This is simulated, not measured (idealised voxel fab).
Process module name: voxel tone inversion
Square cells of 5 nm make up the cross-section cut, whose width is 275 nm.
A cross-section is written here as square cells arranged in a grid, and it is given in bands from the top down, each band taking up one or more rows of cells. Heights first: top, then bottom, in nm. Then materials, left to right, each with a width in nm. "edge to edge" on a single material: fills the band edge to edge. "empty": empty space. Basically, 0 is our baseline, since under it the wafer straight out of the box is all one material. The bottom band has no lower end and keeps on going down, so it looks like "0..down". A width given as "30->40" starts at the first number in the band's top row and ends at the second number in its bottom row, shifting by an equal amount at every step from row to row. For the purposes of this document, the phrase "no change occurred" attached to a step denotes that no cell within the cross-section was modified by that step. Heads up: "Fully enclosed voids" only lists the empty pockets with no open path to the top that are 8 cells or more, and it writes them as width x height at distance, distance from the left edge, in nm. It should be noted that, on the line of a given step, the content following the step's settings is a remark produced by the simulator itself with respect to that step. overlay nm: for a step with a mask, the amount by which the mask lay right of where it was planned; a negative amount means left of it.
[Process steps (planned)]
1. RECEIVE, material Si
2. CONFORMAL_DEP, material SiCN, thk nm 10
3. DIRECTIONAL_DEP, material polySi, thk nm 15
4. PATTERN, tone cover, mask id POSTS, material resist, width nm 20, pitch nm 40, thk nm 25, overlay nm 0
5. DIRECTIONAL_ETCH, etch materials polySi, depth nm 15
6. STRIP, etch materials resist
7. FILL_DEP, material lowk, thk nm 10
8. CMP, height nm 25
9. STRIP, etch materials polySi
10. CONFORMAL_DEP, material TiN, thk nm 5
11. FILL_DEP, material Ru, thk nm 10
12. CMP, height nm 25
13. CONFORMAL_DEP, material SiN, thk nm 5
Among the wafers covered here, the point of difference is the thk nm at step 13; their starting state is shared, and the plan presents the value of the first wafer.
[Received condition of the first of several wafers, sectioned: post-step 1]
> 0..down | Si edge to edge
> Fully enclosed voids: none
[Wafer rows, end of module: cells per material gained (+) or lost (-) since receipt; closed voids last]
thk nm 5; +16 Ru; +110 SiCN; +55 SiN; +32 TiN; +117 lowk; Fully enclosed voids: none
thk nm 10; +16 Ru; +110 SiCN; +110 SiN; +32 TiN; +117 lowk; Fully enclosed voids: none
thk nm 15; +16 Ru; +110 SiCN; +165 SiN; +32 TiN; +117 lowk; Fully enclosed voids: none
thk nm 20; +16 Ru; +110 SiCN; +220 SiN; +32 TiN; +117 lowk; Fully enclosed voids: none
